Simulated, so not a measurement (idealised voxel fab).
process module | voxel wiring stack
cross-section cut | 295 nm wide | cells 5 nm
A cross-section is a grid of square cells, given in bands from the top down. A band is one or more rows of cells.
Each band's line starts with the height of the band's top and of its bottom, in nm. Then come its materials from left to right, each with its width in nm. One material with "throughout" fills the band from edge to edge. "air" is empty space.
Height 0 is the level under which the wafer as received is all one material. The lowest band goes on downwards, as in "0 down".
A width such as "30 to 40" changes by the same amount from each row of cells to the next, from the band's top row to its bottom row.
"no change" after a step means that no cell of the cross-section changed.
closed voids: empty space of 8 cells or more with no open way to the top, each as width x height at its distance from the left edge, in nm
after a step's settings: what the simulator itself notes on the step
overlay nm, on a step with a mask: how far to the right of its planned place the mask lay; to the left if negative
plan
1 op RECEIVE | material Si
2 op CONFORMAL_DEP | material SiO2 | thk nm 10
3 op DIRECTIONAL_DEP | material TiN | thk nm 5
4 op DIRECTIONAL_DEP | material Ru | thk nm 15
5 op PATTERN | tone cover | mask id METAL_1 | material resist | width nm 30 | pitch nm 60 | thk nm 20 | overlay nm 0
6 op DIRECTIONAL_ETCH | etch materials Ru | depth nm 15
7 op DIRECTIONAL_ETCH | etch materials TiN | depth nm 5
8 op STRIP | etch materials resist
9 op FILL_DEP | material SiO2 | thk nm 5
10 op CMP | height nm 30
11 op CONFORMAL_DEP | material SiCN | thk nm 5
12 op DIRECTIONAL_DEP | material SiO2 | thk nm 20
13 op MASKED_ETCH | tone open | mask id PLUG_1 | width nm 15 | pitch nm 120 | etch materials SiO2 | depth nm 20 | overlay nm 0
14 op MASKED_ETCH | tone open | mask id PLUG_1 | width nm 15 | pitch nm 120 | etch materials SiCN | depth nm 5 | overlay nm 0
15 op EPI | material Ru | thk nm 10
16 op EPI | material Ru | thk nm 10
17 op EPI | material Ru | thk nm 5
18 op DIRECTIONAL_DEP | material TiN | thk nm 5
19 op DIRECTIONAL_DEP | material Ru | thk nm 25
20 op MASKED_ETCH | tone cover | mask id METAL_2 | width nm 30 | pitch nm 60 | etch materials Ru | depth nm 25 | overlay nm 0
21 op MASKED_ETCH | tone cover | mask id METAL_2 | width nm 30 | pitch nm 60 | etch materials TiN | depth nm 5 | overlay nm 0
22 op CONFORMAL_DEP | material SiCN | thk nm 5
23 op FILL_DEP | material SiO2 | thk nm 5
24 op CMP | height nm 85
25 op CONFORMAL_DEP | material SiCN | thk nm 5
first wafer, as planned
as received, after step 1
  0 down: Si throughout
  closed voids: none
after step 2
  10 to 0: SiO2 throughout
  below 0: unchanged
after step 3
  15 to 10: TiN throughout
  below 10: unchanged
after step 4
  30 to 15: Ru throughout
  below 15: unchanged
after step 5
  50 to 30: air 40 | resist 30 | air 30 | resist 30 | air 30 | resist 30 | air 30 | resist 30 | air 45
  below 30: unchanged
after step 6
  50 to 30: air 40 | resist 30 | air 30 | resist 30 | air 30 | resist 30 | air 30 | resist 30 | air 45
  30 to 15: air 40 | Ru 30 | air 30 | Ru 30 | air 30 | Ru 30 | air 30 | Ru 30 | air 45
  below 15: unchanged
after step 7
  50 to 30: air 40 | resist 30 | air 30 | resist 30 | air 30 | resist 30 | air 30 | resist 30 | air 45
  30 to 15: air 40 | Ru 30 | air 30 | Ru 30 | air 30 | Ru 30 | air 30 | Ru 30 | air 45
  15 to 10: air 40 | TiN 30 | air 30 | TiN 30 | air 30 | TiN 30 | air 30 | TiN 30 | air 45
  below 10: unchanged
after step 8
  30 to 15: air 40 | Ru 30 | air 30 | Ru 30 | air 30 | Ru 30 | air 30 | Ru 30 | air 45
  below 15: unchanged
after step 9
  35 to 30: SiO2 throughout
  30 to 15: SiO2 40 | Ru 30 | SiO2 30 | Ru 30 | SiO2 30 | Ru 30 | SiO2 30 | Ru 30 | SiO2 45
  15 to 10: SiO2 40 | TiN 30 | SiO2 30 | TiN 30 | SiO2 30 | TiN 30 | SiO2 30 | TiN 30 | SiO2 45
  below 10: unchanged
after step 10
  30 to 15: SiO2 40 | Ru 30 | SiO2 30 | Ru 30 | SiO2 30 | Ru 30 | SiO2 30 | Ru 30 | SiO2 45
  below 15: unchanged
after step 11
  35 to 30: SiCN throughout
  below 30: unchanged
after step 12
  55 to 35: SiO2 throughout
  below 35: unchanged
after step 13
  55 to 35: SiO2 40 | air 15 | SiO2 105 | air 15 | SiO2 120
  below 35: unchanged
after step 14
  55 to 35: SiO2 40 | air 15 | SiO2 105 | air 15 | SiO2 120
  35 to 30: SiCN 40 | air 15 | SiCN 105 | air 15 | SiCN 120
  below 30: unchanged
after step 15
  55 to 40: SiO2 40 | air 15 | SiO2 105 | air 15 | SiO2 120
  40 to 35: SiO2 40 | Ru 15 | SiO2 105 | Ru 15 | SiO2 120
  35 to 30: SiCN 40 | Ru 15 | SiCN 105 | Ru 15 | SiCN 120
  below 30: unchanged
after step 16
  55 to 50: SiO2 40 | air 15 | SiO2 105 | air 15 | SiO2 120
  50 to 35: SiO2 40 | Ru 15 | SiO2 105 | Ru 15 | SiO2 120
  below 35: unchanged
after step 17
  55 to 35: SiO2 40 | Ru 15 | SiO2 105 | Ru 15 | SiO2 120
  below 35: unchanged
after step 18
  60 to 55: TiN throughout
  below 55: unchanged
after step 19
  85 to 60: Ru throughout
  below 60: unchanged
after step 20
  85 to 60: air 40 | Ru 30 | air 30 | Ru 30 | air 30 | Ru 30 | air 30 | Ru 30 | air 45
  below 60: unchanged
after step 21
  85 to 60: air 40 | Ru 30 | air 30 | Ru 30 | air 30 | Ru 30 | air 30 | Ru 30 | air 45
  60 to 55: air 40 | TiN 30 | air 30 | TiN 30 | air 30 | TiN 30 | air 30 | TiN 30 | air 45
  below 55: unchanged
after step 22
  90 to 85: air 35 | SiCN 40 | air 20 | SiCN 40 | air 20 | SiCN 40 | air 20 | SiCN 40 | air 40
  85 to 60: air 35 | SiCN 5 | Ru 30 | SiCN 5 | air 20 | SiCN 5 | Ru 30 | SiCN 5 | air 20 | SiCN 5 | Ru 30 | SiCN 5 | air 20 | SiCN 5 | Ru 30 | SiCN 5 | air 40
  60 to 55: SiCN 40 | TiN 30 | SiCN 30 | TiN 30 | SiCN 30 | TiN 30 | SiCN 30 | TiN 30 | SiCN 45
  below 55: unchanged
after step 23
  95 to 90: SiO2 throughout
  90 to 85: SiO2 35 | SiCN 40 | SiO2 20 | SiCN 40 | SiO2 20 | SiCN 40 | SiO2 20 | SiCN 40 | SiO2 40
  85 to 60: SiO2 35 | SiCN 5 | Ru 30 | SiCN 5 | SiO2 20 | SiCN 5 | Ru 30 | SiCN 5 | SiO2 20 | SiCN 5 | Ru 30 | SiCN 5 | SiO2 20 | SiCN 5 | Ru 30 | SiCN 5 | SiO2 40
  below 60: unchanged
after step 24
  85 to 60: SiO2 35 | SiCN 5 | Ru 30 | SiCN 5 | SiO2 20 | SiCN 5 | Ru 30 | SiCN 5 | SiO2 20 | SiCN 5 | Ru 30 | SiCN 5 | SiO2 20 | SiCN 5 | Ru 30 | SiCN 5 | SiO2 40
  below 60: unchanged
after step 25
  90 to 85: SiCN throughout
  below 85: unchanged
second wafer: like start, like plan, one mistake. Through step 1 it matches the first wafer
when step 2 should have ended
  5 to 0: TiN throughout
  below 0: unchanged
when step 3 should have ended
  15 to 5: SiO2 throughout
  below 5: unchanged
when step 4 should have ended
  30 to 15: Ru throughout
  below 15: unchanged
when step 5 should have ended
  50 to 30: air 40 | resist 30 | air 30 | resist 30 | air 30 | resist 30 | air 30 | resist 30 | air 45
  below 30: unchanged
when step 6 should have ended
  50 to 30: air 40 | resist 30 | air 30 | resist 30 | air 30 | resist 30 | air 30 | resist 30 | air 45
  30 to 15: air 40 | Ru 30 | air 30 | Ru 30 | air 30 | Ru 30 | air 30 | Ru 30 | air 45
  below 15: unchanged
when step 7 should have ended: no change
when step 8 should have ended
  30 to 15: air 40 | Ru 30 | air 30 | Ru 30 | air 30 | Ru 30 | air 30 | Ru 30 | air 45
  below 15: unchanged
when step 9 should have ended
  35 to 30: SiO2 throughout
  30 to 15: SiO2 40 | Ru 30 | SiO2 30 | Ru 30 | SiO2 30 | Ru 30 | SiO2 30 | Ru 30 | SiO2 45
  below 15: unchanged
when step 10 should have ended
  30 to 15: SiO2 40 | Ru 30 | SiO2 30 | Ru 30 | SiO2 30 | Ru 30 | SiO2 30 | Ru 30 | SiO2 45
  below 15: unchanged
when step 11 should have ended
  35 to 30: SiCN throughout
  below 30: unchanged
when step 12 should have ended
  55 to 35: SiO2 throughout
  below 35: unchanged
when step 13 should have ended
  55 to 35: SiO2 40 | air 15 | SiO2 105 | air 15 | SiO2 120
  below 35: unchanged
when step 14 should have ended
  55 to 35: SiO2 40 | air 15 | SiO2 105 | air 15 | SiO2 120
  35 to 30: SiCN 40 | air 15 | SiCN 105 | air 15 | SiCN 120
  below 30: unchanged
when step 15 should have ended
  55 to 40: SiO2 40 | air 15 | SiO2 105 | air 15 | SiO2 120
  40 to 35: SiO2 40 | Ru 15 | SiO2 105 | Ru 15 | SiO2 120
  35 to 30: SiCN 40 | Ru 15 | SiCN 105 | Ru 15 | SiCN 120
  below 30: unchanged
when step 16 should have ended
  55 to 50: SiO2 40 | air 15 | SiO2 105 | air 15 | SiO2 120
  50 to 35: SiO2 40 | Ru 15 | SiO2 105 | Ru 15 | SiO2 120
  below 35: unchanged
when step 17 should have ended
  55 to 35: SiO2 40 | Ru 15 | SiO2 105 | Ru 15 | SiO2 120
  below 35: unchanged
when step 18 should have ended
  60 to 55: TiN throughout
  below 55: unchanged
when step 19 should have ended
  85 to 60: Ru throughout
  below 60: unchanged
when step 20 should have ended
  85 to 60: air 40 | Ru 30 | air 30 | Ru 30 | air 30 | Ru 30 | air 30 | Ru 30 | air 45
  below 60: unchanged
when step 21 should have ended
  85 to 60: air 40 | Ru 30 | air 30 | Ru 30 | air 30 | Ru 30 | air 30 | Ru 30 | air 45
  60 to 55: air 40 | TiN 30 | air 30 | TiN 30 | air 30 | TiN 30 | air 30 | TiN 30 | air 45
  below 55: unchanged
when step 22 should have ended
  90 to 85: air 35 | SiCN 40 | air 20 | SiCN 40 | air 20 | SiCN 40 | air 20 | SiCN 40 | air 40
  85 to 60: air 35 | SiCN 5 | Ru 30 | SiCN 5 | air 20 | SiCN 5 | Ru 30 | SiCN 5 | air 20 | SiCN 5 | Ru 30 | SiCN 5 | air 20 | SiCN 5 | Ru 30 | SiCN 5 | air 40
  60 to 55: SiCN 40 | TiN 30 | SiCN 30 | TiN 30 | SiCN 30 | TiN 30 | SiCN 30 | TiN 30 | SiCN 45
  below 55: unchanged
when step 23 should have ended
  95 to 90: SiO2 throughout
  90 to 85: SiO2 35 | SiCN 40 | SiO2 20 | SiCN 40 | SiO2 20 | SiCN 40 | SiO2 20 | SiCN 40 | SiO2 40
  85 to 60: SiO2 35 | SiCN 5 | Ru 30 | SiCN 5 | SiO2 20 | SiCN 5 | Ru 30 | SiCN 5 | SiO2 20 | SiCN 5 | Ru 30 | SiCN 5 | SiO2 20 | SiCN 5 | Ru 30 | SiCN 5 | SiO2 40
  below 60: unchanged
when step 24 should have ended
  85 to 60: SiO2 35 | SiCN 5 | Ru 30 | SiCN 5 | SiO2 20 | SiCN 5 | Ru 30 | SiCN 5 | SiO2 20 | SiCN 5 | Ru 30 | SiCN 5 | SiO2 20 | SiCN 5 | Ru 30 | SiCN 5 | SiO2 40
  below 60: unchanged
when step 25 should have ended
  90 to 85: SiCN throughout
  below 85: unchanged
what went wrong: steps 2 and 3 were swapped
at the end the second wafer has, in cells: 35 fewer of SiO2 | 35 more of TiN
